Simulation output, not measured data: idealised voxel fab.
process module | voxel fin reveal
Square cell edge 5 nm, section width 160 nm, ID cut.
In what follows, cross-sections appear as grids of square cells, described through bands that run from the top down, where every band is one or more rows of cells. Heads up on the band format: heights come first, top then bottom, in nm. After that it's the materials left to right, each with its width in nm. A single material flagged "all across" fills the whole band edge to edge, and "air" means there's empty space there. Heights from 0 (as-received wafer is one material below). Bottom band endless downward, as "0 down". Width spec "30..40" -> top row of cells at first value, bottom row at second value, equal per-row change in between. Take "nothing got changed" at face value: in the step it is given for, the cross-section changed in none of its cells. "Entrapped voids" enumerates empty spaces isolated from the top, with no open way to it, that contain at least 8 cells, giving each as width x height at distance from the left edge, all three in nm. The remark found on a step's line after its settings is issued by the simulator itself and pertains to that step. If you see "overlay nm" on a step's line and that step has a mask, it's telling you how far right of where it was planned the mask ended up; a negative number means it went left instead.

PROCESS STEPS (PLANNED)
| 1 | RECEIVE: material Si |
| 2 | CONFORMAL_DEP: material SiN, thk nm 5 |
| 3 | MASKED_ETCH: tone cover, mask id FINS, width nm 15, pitch nm 35, etch materials SiN, depth nm 5, overlay nm 0 |
| 4 | MASKED_ETCH: tone cover, mask id FINS, width nm 15, pitch nm 35, etch materials Si, depth nm 30, overlay nm 0 |
| 5 | FILL_DEP: material SiO2, thk nm 5 |
| 6 | CMP: height nm 5 |
| 7 | SELECTIVE_ETCH: etch materials SiO2, depth nm 20 |
| 8 | STRIP: etch materials SiN |

WAFER CROSS-SECTION ON RECEIPT, I.E. AFTER STEP 1
  0 down  Si all across
  Entrapped voids: none

SECTIONED VIEW, FIRST OF TWO WAFERS, AT THE CLOSE OF THE MODULE, PROCESSED AS INTENDED IN THE PLAN
  0 to -15  air: 20, then Si: 15, then air: 20, then Si: 15, then air: 20, then Si: 15, then air: 20, then Si: 15, then air: 20
  -15 to -30  SiO2: 20, then Si: 15, then SiO2: 20, then Si: 15, then SiO2: 20, then Si: 15, then SiO2: 20, then Si: 15, then SiO2: 20
  -30 down  Si all across
  Entrapped voids: none

WAFER TWO (OF TWO), END-OF-MODULE CROSS-SECTION: START = WAFER ONE, PLAN = WAFER ONE, ONE RUN MISTAKE
  5 to 0  air: 20, then SiN: 15, then air: 20, then SiN: 15, then air: 20, then SiN: 15, then air: 20, then SiN: 15, then air: 20
  0 to -15  air: 20, then Si: 15, then air: 20, then Si: 15, then air: 20, then Si: 15, then air: 20, then Si: 15, then air: 20
  -15 to -30  SiO2: 20, then Si: 15, then SiO2: 20, then Si: 15, then SiO2: 20, then Si: 15, then SiO2: 20, then Si: 15, then SiO2: 20
  -30 down  Si all across
  Entrapped voids: none
Heads up, the wafer didn't run the way we planned it: plan step 8: skipped, not run
Per the end-of-run cell counts, the second wafer holds more or fewer of some materials than the first: SiN: 12 more
